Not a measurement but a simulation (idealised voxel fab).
process module | voxel trench capacitor
cross-section cut | 230 nm wide | cells 5 nm
A cross-section is a grid of square cells, given in bands from the top down. A band is one or more rows of cells.
Each band's line starts with the height of the band's top and of its bottom, in nm. Then come its materials from left to right, each with its width in nm. One material with "throughout" fills the band from edge to edge. "air" is empty space.
Height 0 is the level under which the wafer as received is all one material. The lowest band goes on downwards, as in "0 down".
A width such as "30 to 40" changes by the same amount from each row of cells to the next, from the band's top row to its bottom row.
"no change" after a step means that no cell of the cross-section changed.
closed voids: empty space of 8 cells or more with no open way to the top, each as width x height at its distance from the left edge, in nm
after a step's settings: what the simulator itself notes on the step
overlay nm, on a step with a mask: how far to the right of its planned place the mask lay; to the left if negative
plan
1 op RECEIVE | material Si
2 op CONFORMAL_DEP | material SiN | thk nm 10
3 op MASKED_ETCH | tone open | mask id TRENCH | width nm 20 | pitch nm 45 | etch materials SiN | depth nm 10 | overlay nm 0
4 op MASKED_ETCH | tone open | mask id TRENCH | width nm 20 | pitch nm 45 | etch materials Si | depth nm 25 | overlay nm -15
5 op CONFORMAL_DEP | material SiO2 | thk nm 5
6 op FILL_DEP | material polySi | thk nm 10
7 op CMP | height nm 10
varied across the wafers: overlay nm of step 4. The plan shows the first wafer's value. All wafers start alike
first wafer as received, after step 1
  0 down: Si throughout
  closed voids: none
first wafer at the end, after step 7
  10 to 5: SiN 60 | SiO2 5 | polySi 10 | SiO2 5 | SiN 25 | SiO2 5 | polySi 10 | SiO2 5 | SiN 25 | SiO2 5 | polySi 10 | SiO2 5 | SiN 60
  5 to 0: SiN 60 | SiO2 20 | SiN 25 | SiO2 20 | SiN 25 | SiO2 20 | SiN 60
  0 to -25: Si 60 | SiO2 5 | Si 40 | SiO2 5 | Si 40 | SiO2 5 | Si 75
  -25 down: Si throughout
  closed voids: none
last wafer at the end
  10 to 5: SiN 60 | SiO2 5 | polySi 10 | SiO2 5 | SiN 25 | SiO2 5 | polySi 10 | SiO2 5 | SiN 25 | SiO2 5 | polySi 10 | SiO2 5 | SiN 60
  5 to 0: SiN 60 | SiO2 20 | SiN 25 | SiO2 20 | SiN 25 | SiO2 20 | SiN 60
  0 to -25: Si 75 | SiO2 5 | Si 40 | SiO2 5 | Si 40 | SiO2 5 | Si 60
  -25 down: Si throughout
  closed voids: none
each wafer at the end: cells of each material gained (+) or lost (-) since it was received, then its closed voids
overlay nm -15 | -15 Si | +68 SiN | +33 SiO2 | +6 polySi | closed voids: none
overlay nm -10 | -30 Si | +68 SiN | +48 SiO2 | +6 polySi | closed voids: none
overlay nm -5 | -45 Si | +68 SiN | +48 SiO2 | +21 polySi | closed voids: none
overlay nm 0 | -60 Si | +68 SiN | +48 SiO2 | +36 polySi | closed voids: none
overlay nm 5 | -45 Si | +68 SiN | +48 SiO2 | +21 polySi | closed voids: none
overlay nm 10 | -30 Si | +68 SiN | +48 SiO2 | +6 polySi | closed voids: none
overlay nm 15 | -15 Si | +68 SiN | +33 SiO2 | +6 polySi | closed voids: none
